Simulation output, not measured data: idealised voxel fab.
The name of this process module is voxel self aligned contacts.
FYI the section here is cut, 235 nm wide, cells are 5 nm squares.
Cross-section layout: square cells on a grid; listed as bands, top to bottom; a band spans one or more cell rows.
Heights first: top, then bottom, in nm. Then materials, left to right, each with a width in nm. "everywhere" on a single material: fills the band edge to edge. "blank": empty space.
The reference from which all heights are counted is 0, the level beneath which the as-received wafer is entirely one material; the lowest band, having no lower bound, proceeds downward and is written after the example "0 down".
Read "30..40" as a graded width: first number on top, second number at the bottom, same change between each pair of neighbouring rows.
Step note "no alteration" = no cross-section cell changed.
Voids not open to the top, 8 cells minimum: see "Closed cavity list". Written width x height at distance; distance is from the left edge; nm.
On each step's line, the part that comes after the settings is the simulator's own comment on the step.
"overlay nm" denotes, for a step that has a mask, the displacement of the mask to the right of its planned place, with negative values corresponding to the left.

These are the steps we planned for the process
1 RECEIVE | material Si
2 CONFORMAL_DEP | material SiO2 | thk nm 5
3 DIRECTIONAL_DEP | material polySi | thk nm 30
4 DIRECTIONAL_DEP | material SiN | thk nm 20
5 DIRECTIONAL_DEP | material aC | thk nm 10
6 PATTERN | tone cover | mask id GATE | material resist | width nm 30 | pitch nm 65 | thk nm 25 | overlay nm 0
7 DIRECTIONAL_ETCH | etch materials aC | depth nm 10
8 STRIP | etch materials resist
9 DIRECTIONAL_ETCH | etch materials SiN | depth nm 20
10 DIRECTIONAL_ETCH | etch materials polySi | depth nm 30
11 STRIP | etch materials aC
12 CONFORMAL_DEP | material SiN | thk nm 10
13 DIRECTIONAL_ETCH | etch materials SiN | depth nm 10
14 FILL_DEP | material SiO2 | thk nm 15
15 CMP | height nm 65
16 PATTERN | tone open | mask id CONTACT | material resist | width nm 45 | thk nm 20 | overlay nm 0
17 DIRECTIONAL_ETCH | etch materials SiO2 | depth nm 65
18 STRIP | etch materials resist
19 CONFORMAL_DEP | material TiN | thk nm 5
20 FILL_DEP | material Ru | thk nm 5
21 CMP | height nm 65
22 CONFORMAL_DEP | material SiN | thk nm 5

Below: the first of two wafers, run as planned

Cross-section of the wafer as it came to us, i.e., already through step 1
  0 down = Si everywhere
  Closed cavity list: none

Cross-section of the wafer subsequent to step 2
  5 to 0 = SiO2 everywhere
  Anything lower than 0 is untouched.

Cross-section of the wafer subsequent to step 3
  35 to 5 = polySi everywhere
  Anything lower than 5 is untouched.

Cross-section of the wafer subsequent to step 4
  55 to 35 = SiN everywhere
  Anything lower than 35 is untouched.

Cross-section of the wafer subsequent to step 5
  65 to 55 = aC everywhere
  Anything lower than 55 is untouched.

Cross-section of the wafer subsequent to step 6
  90 to 65 = blank 70 / resist 30 / blank 35 / resist 30 / blank 70
  Anything lower than 65 is untouched.

Cross-section of the wafer subsequent to step 7
  80 to 65 = blank 70 / resist 30 / blank 35 / resist 30 / blank 70
  65 to 55 = blank 70 / aC 30 / blank 35 / aC 30 / blank 70
  Anything lower than 55 is untouched.

Cross-section of the wafer subsequent to step 8
  65 to 55 = blank 70 / aC 30 / blank 35 / aC 30 / blank 70
  Anything lower than 55 is untouched.

Cross-section of the wafer subsequent to step 9
  65 to 55 = blank 70 / aC 30 / blank 35 / aC 30 / blank 70
  55 to 35 = blank 70 / SiN 30 / blank 35 / SiN 30 / blank 70
  Anything lower than 35 is untouched.

Cross-section of the wafer subsequent to step 10
  65 to 55 = blank 70 / aC 30 / blank 35 / aC 30 / blank 70
  55 to 35 = blank 70 / SiN 30 / blank 35 / SiN 30 / blank 70
  35 to 5 = blank 70 / polySi 30 / blank 35 / polySi 30 / blank 70
  Anything lower than 5 is untouched.

Cross-section of the wafer subsequent to step 11
  55 to 35 = blank 70 / SiN 30 / blank 35 / SiN 30 / blank 70
  Anything lower than 35 is untouched.

Cross-section of the wafer subsequent to step 12
  65 to 35 = blank 60 / SiN 50 / blank 15 / SiN 50 / blank 60
  35 to 15 = blank 60 / SiN 10 / polySi 30 / SiN 10 / blank 15 / SiN 10 / polySi 30 / SiN 10 / blank 60
  15 to 5 = SiN 70 / polySi 30 / SiN 35 / polySi 30 / SiN 70
  Anything lower than 5 is untouched.

Cross-section of the wafer subsequent to step 13
  55 to 35 = blank 60 / SiN 50 / blank 15 / SiN 50 / blank 60
  35 to 5 = blank 60 / SiN 10 / polySi 30 / SiN 10 / blank 15 / SiN 10 / polySi 30 / SiN 10 / blank 60
  Anything lower than 5 is untouched.

Cross-section of the wafer subsequent to step 14
  70 to 55 = SiO2 everywhere
  55 to 35 = SiO2 60 / SiN 50 / SiO2 15 / SiN 50 / SiO2 60
  35 to 5 = SiO2 60 / SiN 10 / polySi 30 / SiN 10 / SiO2 15 / SiN 10 / polySi 30 / SiN 10 / SiO2 60
  Anything lower than 5 is untouched.

Cross-section of the wafer subsequent to step 15
  65 to 55 = SiO2 everywhere
  Anything lower than 55 is untouched.

Cross-section of the wafer subsequent to step 16
  85 to 65 = resist 95 / blank 45 / resist 95
  Anything lower than 65 is untouched.

Cross-section of the wafer subsequent to step 17
  85 to 65 = resist 95 / blank 45 / resist 95
  65 to 55 = SiO2 95 / blank 45 / SiO2 95
  55 to 35 = SiO2 60 / SiN 50 / blank 15 / SiN 50 / SiO2 60
  35 to 5 = SiO2 60 / SiN 10 / polySi 30 / SiN 10 / blank 15 / SiN 10 / polySi 30 / SiN 10 / SiO2 60
  5 to 0 = SiO2 110 / blank 15 / SiO2 110
  Anything lower than 0 is untouched.

Cross-section of the wafer subsequent to step 18
  65 to 55 = SiO2 95 / blank 45 / SiO2 95
  Anything lower than 55 is untouched.

Cross-section of the wafer subsequent to step 19
  70 to 65 = TiN 100 / blank 35 / TiN 100
  65 to 55 = SiO2 95 / TiN 5..20 / blank 35..5 / TiN 5..20 / SiO2 95
  55 to 35 = SiO2 60 / SiN 50 / TiN 5 / blank 5 / TiN 5 / SiN 50 / SiO2 60
  35 to 5 = SiO2 60 / SiN 10 / polySi 30 / SiN 10 / TiN 5 / blank 5 / TiN 5 / SiN 10 / polySi 30 / SiN 10 / SiO2 60
  5 to 0 = SiO2 110 / TiN 15 / SiO2 110
  Anything lower than 0 is untouched.

Cross-section of the wafer subsequent to step 20
  75 to 70 = Ru everywhere
  70 to 65 = TiN 100 / Ru 35 / TiN 100
  65 to 55 = SiO2 95 / TiN 5..20 / Ru 35..5 / TiN 5..20 / SiO2 95
  55 to 35 = SiO2 60 / SiN 50 / TiN 5 / Ru 5 / TiN 5 / SiN 50 / SiO2 60
  35 to 5 = SiO2 60 / SiN 10 / polySi 30 / SiN 10 / TiN 5 / Ru 5 / TiN 5 / SiN 10 / polySi 30 / SiN 10 / SiO2 60
  Anything lower than 5 is untouched.

Cross-section of the wafer subsequent to step 21
  65 to 55 = SiO2 95 / TiN 5..20 / Ru 35..5 / TiN 5..20 / SiO2 95
  Anything lower than 55 is untouched.

Cross-section of the wafer subsequent to step 22
  70 to 65 = SiN everywhere
  Anything lower than 65 is untouched.

Second wafer, same starting state and plan as the first, one mistake in the run, identical through step 18

Planned end of step 19: second wafer, cross-section
  70 to 60 = SiO2 100 / blank 35 / SiO2 100
  60 to 55 = SiO2 115 / blank 5 / SiO2 115
  55 to 35 = SiO2 60 / SiN 50 / SiO2 5 / blank 5 / SiO2 5 / SiN 50 / SiO2 60
  35 to 5 = SiO2 60 / SiN 10 / polySi 30 / SiN 10 / SiO2 5 / blank 5 / SiO2 5 / SiN 10 / polySi 30 / SiN 10 / SiO2 60
  5 to 0 = SiO2 everywhere
  Anything lower than 0 is untouched.

Planned end of step 20: second wafer, cross-section
  75 to 70 = Ru everywhere
  70 to 60 = SiO2 100 / Ru 35 / SiO2 100
  60 to 55 = SiO2 115 / Ru 5 / SiO2 115
  55 to 35 = SiO2 60 / SiN 50 / SiO2 5 / Ru 5 / SiO2 5 / SiN 50 / SiO2 60
  35 to 5 = SiO2 60 / SiN 10 / polySi 30 / SiN 10 / SiO2 5 / Ru 5 / SiO2 5 / SiN 10 / polySi 30 / SiN 10 / SiO2 60
  Anything lower than 5 is untouched.

Planned end of step 21: second wafer, cross-section
  65 to 55 = SiO2 100..115 / Ru 35..5 / SiO2 100..115
  Anything lower than 55 is untouched.

Planned end of step 22: second wafer, cross-section
  70 to 65 = SiN everywhere
  Anything lower than 65 is untouched.
Here's what went sideways: step 19 ran differently from the plan; actual operation with settings: CONFORMAL_DEP | material SiO2 | thk nm 5
Wafer comparison, final, in cells, second relative to first, materials more or fewer: 33 more of SiO2; 33 fewer of TiN
